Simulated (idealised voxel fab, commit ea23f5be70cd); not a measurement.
process module | voxel fin reveal
Section cut is 270 nm wide and gridded with 5 nm square cells.
A cross-section is written here as square cells arranged in a grid, and it is given in bands from the top down, each band taking up one or more rows of cells. In this notation a band is specified by the heights of its top and bottom, in that order and in nm, after which its materials appear from left to right, each paired with its width in nm. The word "throughout" attached to a single material means that material fills the band from edge to edge; the word "empty" stands for empty space. For the purposes of this specification, 0 denotes the height below which the wafer in its as-received condition is composed wholly of one material, and the lowermost band, lacking a lower limit, extends downward without end, as expressed in "from 0 down". Quick explanation for "30..40": the width changes in equal steps down the rows of cells, from the first number in the band's top row to the second number in its bottom row. Take "left unchanged" at face value: in the step it is given for, the cross-section changed in none of its cells. Voids not open to the top, 8 cells minimum: see "Closed-off voids". Written width x height at distance; distance is from the left edge; nm. Anything after a step's settings on that line? It's the simulator's own note about the step. The "overlay nm" setting may appear on a step's line; for a step that uses a mask, it gives how far to the right of its planned position the mask lay, and a negative value indicates the left.

HERE'S WHAT THE PLANNED PROCESS STEPS LOOK LIKE
1. RECEIVE, material Si
2. CONFORMAL_DEP, material SiN, thk nm 5
3. PATTERN, tone cover, mask id FINS, material resist, width nm 15, pitch nm 45, thk nm 20, overlay nm 0
4. DIRECTIONAL_ETCH, etch materials SiN, depth nm 5
5. DIRECTIONAL_ETCH, etch materials Si, depth nm 30
6. STRIP, etch materials resist
7. FILL_DEP, material SiO2, thk nm 15
8. CMP, height nm 5
9. SELECTIVE_ETCH, etch materials SiO2, depth nm 15
10. STRIP, etch materials SiN
11. CONFORMAL_DEP, material HfO2, thk nm 5

CROSS-SECTION OF THE WAFER UPON ARRIVAL, REPRESENTING THE STATE REACHED AFTER STEP 1
    from 0 down | Si throughout
    Closed-off voids: none

FIRST OF TWO WAFERS, END-OF-MODULE SECTION, RUN FOLLOWED PLAN
    from 5 to 0 | empty 75 nm | HfO2 25 nm | empty 20 nm | HfO2 25 nm | empty 20 nm | HfO2 25 nm | empty 80 nm
    from 0 to -5 | empty 75 nm | HfO2 5 nm | Si 15 nm | HfO2 5 nm | empty 20 nm | HfO2 5 nm | Si 15 nm | HfO2 5 nm | empty 20 nm | HfO2 5 nm | Si 15 nm | HfO2 5 nm | empty 80 nm
    from -5 to -10 | HfO2 80 nm | Si 15 nm | HfO2 30 nm | Si 15 nm | HfO2 30 nm | Si 15 nm | HfO2 85 nm
    from -10 to -30 | SiO2 80 nm | Si 15 nm | SiO2 30 nm | Si 15 nm | SiO2 30 nm | Si 15 nm | SiO2 85 nm
    from -30 down | Si throughout
    Closed-off voids: none

CROSS-SECTION OF THE LATTER OF THE TWO WAFERS AT MODULE COMPLETION. IT HAD AN IDENTICAL START AND AN IDENTICAL PLAN TO THE FORMER; IN RUNNING IT, ONE MISTAKE WAS MADE
    from 5 to 0 | empty 80 nm | HfO2 25 nm | empty 20 nm | HfO2 25 nm | empty 20 nm | HfO2 25 nm | empty 75 nm
    from 0 to -5 | empty 80 nm | HfO2 5 nm | Si 15 nm | HfO2 5 nm | empty 20 nm | HfO2 5 nm | Si 15 nm | HfO2 5 nm | empty 20 nm | HfO2 5 nm | Si 15 nm | HfO2 5 nm | empty 75 nm
    from -5 to -10 | HfO2 85 nm | Si 15 nm | HfO2 30 nm | Si 15 nm | HfO2 30 nm | Si 15 nm | HfO2 80 nm
    from -10 to -30 | SiO2 85 nm | Si 15 nm | SiO2 30 nm | Si 15 nm | SiO2 30 nm | Si 15 nm | SiO2 80 nm
    from -30 down | Si throughout
    Closed-off voids: none
Processing error: off-plan run, step 3, actual operation and settings PATTERN, tone cover, mask id FINS, material resist, width nm 15, pitch nm 45, thk nm 20, overlay nm 5
at the end the second wafer has, in cells: as many of each material as the first, in other places
